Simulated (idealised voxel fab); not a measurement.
This section sets out a process module, namely voxel self aligned vias.
Shown is cross-section cut, with a width of 185 nm and square cells of size 5 nm.
Cross-section layout: square cells on a grid; listed as bands, top to bottom; a band spans one or more cell rows.
Heads up on the band format: heights come first, top then bottom, in nm. After that it's the materials left to right, each with its width in nm. A single material flagged "everywhere" fills the whole band edge to edge, and "air" means there's empty space there.
Heights are measured from 0, the level below which the as-received wafer is all one material; the lowest band has no bottom and continues downward, written as in "0 and below".
A width given as "30->40" starts at the first number in the band's top row and ends at the second number in its bottom row, shifting by an equal amount at every step from row to row.
For the purposes of this document, the phrase "remained the same" attached to a step denotes that no cell within the cross-section was modified by that step.
The entry titled "Enclosed cavities" provides the empty spaces that have no open way to the top, restricted to those of 8 cells or more. Each is presented as width x height at distance, the distance being measured from the left edge, with all three in nm.
Heads up: the bit after the settings on a step's line is the simulator's remark on that step.
The line of a step may include "overlay nm". On a step with a mask, this value is how far to the right of its planned place the mask lay. A negative value means the mask lay to the left.
BELOW IS THE LIST OF PLANNED PROCESS STEPS
1: op RECEIVE | material Si
2: op CONFORMAL_DEP | material SiO2 | thk nm 10
3: op CONFORMAL_DEP | material SiCN | thk nm 5
4: op DIRECTIONAL_DEP | material SiO2 | thk nm 25
5: op MASKED_ETCH | tone open | mask id LINES | width nm 20 | pitch nm 70 | etch materials SiO2 | depth nm 25 | overlay nm 0
6: op CONFORMAL_DEP | material TiN | thk nm 5
7: op FILL_DEP | material Ru | thk nm 10
8: op CMP | height nm 40
9: op SELECTIVE_ETCH | etch materials W Ru TiN | depth nm 10
10: op FILL_DEP | material SiN | thk nm 10
11: op CMP | height nm 40
12: op DIRECTIONAL_DEP | material SiO2 | thk nm 15
13: op DIRECTIONAL_DEP | material aC | thk nm 10
14: op PATTERN | tone open | mask id VIAS | material resist | width nm 40 | pitch nm 70 | thk nm 25 | overlay nm 0
15: op DIRECTIONAL_ETCH | etch materials aC | depth nm 10
16: op STRIP | etch materials resist
17: op DIRECTIONAL_ETCH | etch materials SiO2 | depth nm 15
18: op DIRECTIONAL_ETCH | etch materials SiN | depth nm 10
19: op STRIP | etch materials aC
20: op CONFORMAL_DEP | material TiN | thk nm 5
21: op FILL_DEP | material Ru | thk nm 5
22: op CMP | height nm 55
23: op CONFORMAL_DEP | material SiN | thk nm 5
AS-RECEIVED WAFER CROSS-SECTION (AFTER STEP 1)
  0 and below | Si everywhere
  Enclosed cavities: none
FIRST WAFER AT THE END, AS PLANNED
  60 down to 55 | SiN everywhere
  55 down to 45 | SiO2: 35 / TiN: 5 / Ru: 30 / TiN: 5 / SiO2: 30 / TiN: 5 / Ru: 30 / TiN: 5 / SiO2: 40
  45 down to 35 | SiO2: 35->45 / TiN: 15->5 / Ru: 10 / TiN: 15->5 / SiO2: 30->50 / TiN: 15->5 / Ru: 10 / TiN: 15->5 / SiO2: 40->50
  35 down to 30 | SiO2: 45 / TiN: 20 / SiO2: 50 / TiN: 20 / SiO2: 50
  30 down to 20 | SiO2: 45 / TiN: 5 / Ru: 10 / TiN: 5 / SiO2: 50 / TiN: 5 / Ru: 10 / TiN: 5 / SiO2: 50
  20 down to 15 | SiO2: 45 / TiN: 20 / SiO2: 50 / TiN: 20 / SiO2: 50
  15 down to 10 | SiCN everywhere
  10 down to 0 | SiO2 everywhere
  0 and below | Si everywhere
  Enclosed cavities: none
HERE'S THE SECOND OF OUR TWO WAFERS SECTIONED AT MODULE END. SAME START AS THE FIRST, SAME PLAN, BUT ONE MISTAKE GOT MADE RUNNING IT
  60 down to 55 | SiN everywhere
  55 down to 45 | Ru: 30 / TiN: 5 / SiO2: 40 / TiN: 5 / Ru: 20 / TiN: 5 / SiO2: 40 / TiN: 5 / Ru: 35
  45 down to 40 | TiN: 35 / SiO2: 40 / TiN: 30 / SiO2: 40 / TiN: 40
  40 down to 30 | SiO2: 45 / SiN: 20 / SiO2: 50 / SiN: 20 / SiO2: 50
  30 down to 20 | SiO2: 45 / TiN: 5 / Ru: 10 / TiN: 5 / SiO2: 50 / TiN: 5 / Ru: 10 / TiN: 5 / SiO2: 50
  20 down to 15 | SiO2: 45 / TiN: 20 / SiO2: 50 / TiN: 20 / SiO2: 50
  15 down to 10 | SiCN everywhere
  10 down to 0 | SiO2 everywhere
  0 and below | Si everywhere
  Enclosed cavities: none
So what did we get wrong on this run? off-plan run, step 14, actual operation and settings op PATTERN | tone cover | mask id VIAS | material resist | width nm 40 | pitch nm 70 | thk nm 25 | overlay nm 0
Once processing is complete, comparing cell counts shows that the second wafer has more or fewer of certain materials than the first: Ru: 2 more, SiN: 16 more, SiO2: 15 fewer, TiN: 3 fewer
